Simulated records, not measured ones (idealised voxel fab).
process module | voxel ribs on slabs
cross-section cut | 235 nm wide | cells 5 nm
A cross-section is a grid of square cells, given in bands from the top down. A band is one or more rows of cells.
Each band's line starts with the height of the band's top and of its bottom, in nm. Then come its materials from left to right, each with its width in nm. One material with "throughout" fills the band from edge to edge. "air" is empty space.
Height 0 is the level under which the wafer as received is all one material. The lowest band goes on downwards, as in "0 down".
A width such as "30 to 40" changes by the same amount from each row of cells to the next, from the band's top row to its bottom row.
"no change" after a step means that no cell of the cross-section changed.
closed voids: empty space of 8 cells or more with no open way to the top, each as width x height at its distance from the left edge, in nm
after a step's settings: what the simulator itself notes on the step
overlay nm, on a step with a mask: how far to the right of its planned place the mask lay; to the left if negative
plan
1 op RECEIVE | material Si
2 op DIRECTIONAL_DEP | material SiO2 | thk nm 30
3 op DIRECTIONAL_DEP | material polySi | thk nm 10
4 op MASKED_ETCH | tone cover | mask id RIB | width nm 30 | etch materials polySi | depth nm 10 | overlay nm 0
5 op PATTERN | tone cover | mask id SLAB | material resist | width nm 90 | thk nm 15 | overlay nm 0
6 op DIRECTIONAL_ETCH | etch materials polySi | depth nm 5
7 op STRIP | etch materials resist
8 op FILL_DEP | material SiO2 | thk nm 15
9 op CMP | height nm 55
10 op DIRECTIONAL_DEP | material TiN | thk nm 5
11 op DIRECTIONAL_DEP | material aC | thk nm 10
12 op PATTERN | tone cover | mask id HEATER | material resist | width nm 40 | thk nm 25 | overlay nm 0
13 op DIRECTIONAL_ETCH | etch materials aC | depth nm 10
14 op STRIP | etch materials resist
15 op DIRECTIONAL_ETCH | etch materials TiN | depth nm 5
16 op STRIP | etch materials aC
17 op CONFORMAL_DEP | material SiN | thk nm 10
varied across the wafers: thk nm of step 3. The plan shows the first wafer's value. All wafers start alike
first wafer as received, after step 1
  0 down: Si throughout
  closed voids: none
each wafer at the end: cells of each material gained (+) or lost (-) since it was received, then its closed voids
thk nm 10 | +98 SiN | +505 SiO2 | +8 TiN | +12 polySi | closed voids: none
thk nm 15 | +98 SiN | +487 SiO2 | +8 TiN | +30 polySi | closed voids: none
thk nm 20 | +98 SiN | +440 SiO2 | +8 TiN | +77 polySi | closed voids: none
thk nm 25 | +98 SiN | +393 SiO2 | +8 TiN | +124 polySi | closed voids: none
thk nm 30 | +98 SiN | +352 SiO2 | +8 TiN | +165 polySi | closed voids: none
